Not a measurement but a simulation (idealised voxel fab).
The process module that follows is named voxel self aligned contacts.
Cross-section cut: width 300 nm, square cells of 5 nm.
If you're reading a cross-section in this doc, picture square cells in a grid; it comes to you as bands, top ones listed first down to the bottom, and a band can be one or more rows of cells.
Per band: top height and bottom height in nm, followed by the left-to-right materials and their widths in nm; "all across" marks a single material spanning edge to edge, "empty" marks empty space.
Ref level 0: as-received wafer is one material below here. Bottom band extends down with no lower bound ("0 down").
Per-row width for "30..40": begins at first number (top row of band), ends at second number (bottom row), increment between rows held constant.
"no modifications" (step): cross-section cells unchanged, all of them.
"Completely sealed voids" means: voids of 8 cells or more that are shut off from the top with no open way through. Written width x height at distance, distance from the left edge, in nm.
Post-settings text on a step line: simulator's own remark regarding the step.
overlay nm, on a step with a mask: how far to the right of its planned place the mask lay; to the left if negative
### The process steps that were planned are listed below
| 1 | RECEIVE [material Si] |
| 2 | OXIDIZE [depth nm 5] |
| 3 | DIRECTIONAL_DEP [material polySi] [thk nm 30] |
| 4 | DIRECTIONAL_DEP [material SiN] [thk nm 20] |
| 5 | DIRECTIONAL_DEP [material aC] [thk nm 15] |
| 6 | PATTERN [tone cover] [mask id GATE] [material resist] [width nm 35] [pitch nm 80] [thk nm 35] [overlay nm 0] |
| 7 | DIRECTIONAL_ETCH [etch materials aC] [depth nm 15] |
| 8 | STRIP [etch materials resist] |
| 9 | DIRECTIONAL_ETCH [etch materials SiN] [depth nm 20] |
| 10 | DIRECTIONAL_ETCH [etch materials polySi] [depth nm 20] |
| 11 | STRIP [etch materials aC] |
| 12 | CONFORMAL_DEP [material SiN] [thk nm 10] |
| 13 | DIRECTIONAL_ETCH [etch materials SiN] [depth nm 10] |
| 14 | FILL_DEP [material SiO2] [thk nm 20] |
| 15 | CMP [height nm 60] |
| 16 | PATTERN [tone open] [mask id CONTACT] [material resist] [width nm 65] [thk nm 15] [overlay nm 0] |
| 17 | DIRECTIONAL_ETCH [etch materials SiO2] [depth nm 65] |
| 18 | STRIP [etch materials resist] |
| 19 | CONFORMAL_DEP [material TiN] [thk nm 5] |
| 20 | FILL_DEP [material W] [thk nm 5] |
| 21 | CMP [height nm 60] |
| 22 | CONFORMAL_DEP [material SiN] [thk nm 5] |
The depth nm used in step 10 is not the same on every wafer, whereas the starting condition is; the value printed in the plan is the first wafer's.
### As received, i.e. after step 1: cross-section through the first of several wafers
  0 down  Si all across
  Completely sealed voids: none
### First of several wafers: cross-section at the end of the module, after step 22, its last step
  65 to 60  SiN all across
  60 to 50  115 of SiO2; 5..25 of TiN; 55..15 of W; 5..25 of TiN; 120 of SiO2
  50 to 30  80 of SiO2; 55 of SiN; 5 of TiN; 15 of W; 5 of TiN; 55 of SiN; 85 of SiO2
  30 to 15  80 of SiO2; 10 of SiN; 35 of polySi; 10 of SiN; 5 of TiN; 15 of W; 5 of TiN; 10 of SiN; 35 of polySi; 10 of SiN; 85 of SiO2
  15 to 10  80 of SiO2; 10 of SiN; 35 of polySi; 10 of SiN; 25 of TiN; 10 of SiN; 35 of polySi; 10 of SiN; 85 of SiO2
  10 to 0  polySi all across
  0 to -5  SiO2 all across
  -5 down  Si all across
  Completely sealed voids: none
### Cross-section of the last wafer at end of module
  65 to 60  SiN all across
  60 to 50  115 of SiO2; 5..25 of TiN; 55..15 of W; 5..25 of TiN; 120 of SiO2
  50 to 30  80 of SiO2; 55 of SiN; 5 of TiN; 15 of W; 5 of TiN; 55 of SiN; 85 of SiO2
  30 to 0  80 of SiO2; 10 of SiN; 35 of polySi; 10 of SiN; 5 of TiN; 15 of W; 5 of TiN; 10 of SiN; 35 of polySi; 10 of SiN; 85 of SiO2
  0 to -5  135 of SiO2; 25 of TiN; 140 of SiO2
  -5 down  Si all across
  Completely sealed voids: none
### So in this table every wafer gets its own row, and what you see is where it stands at the end of the module: for each material, how many cells it picked up (+) or gave up (-) since we received it, and after that its closed voids
depth nm 20 | -60 Si | +180 SiN | +418 SiO2 | +31 TiN | +35 W | +176 polySi | Completely sealed voids: none
depth nm 25 | -60 Si | +188 SiN | +451 SiO2 | +33 TiN | +38 W | +130 polySi | Completely sealed voids: none
depth nm 30 | -60 Si | +196 SiN | +479 SiO2 | +37 TiN | +44 W | +84 polySi | Completely sealed voids: none
depth nm 35 | -60 Si | +196 SiN | +479 SiO2 | +37 TiN | +44 W | +84 polySi | Completely sealed voids: none
depth nm 40 | -60 Si | +196 SiN | +479 SiO2 | +37 TiN | +44 W | +84 polySi | Completely sealed voids: none
depth nm 45 | -60 Si | +196 SiN | +479 SiO2 | +37 TiN | +44 W | +84 polySi | Completely sealed voids: none
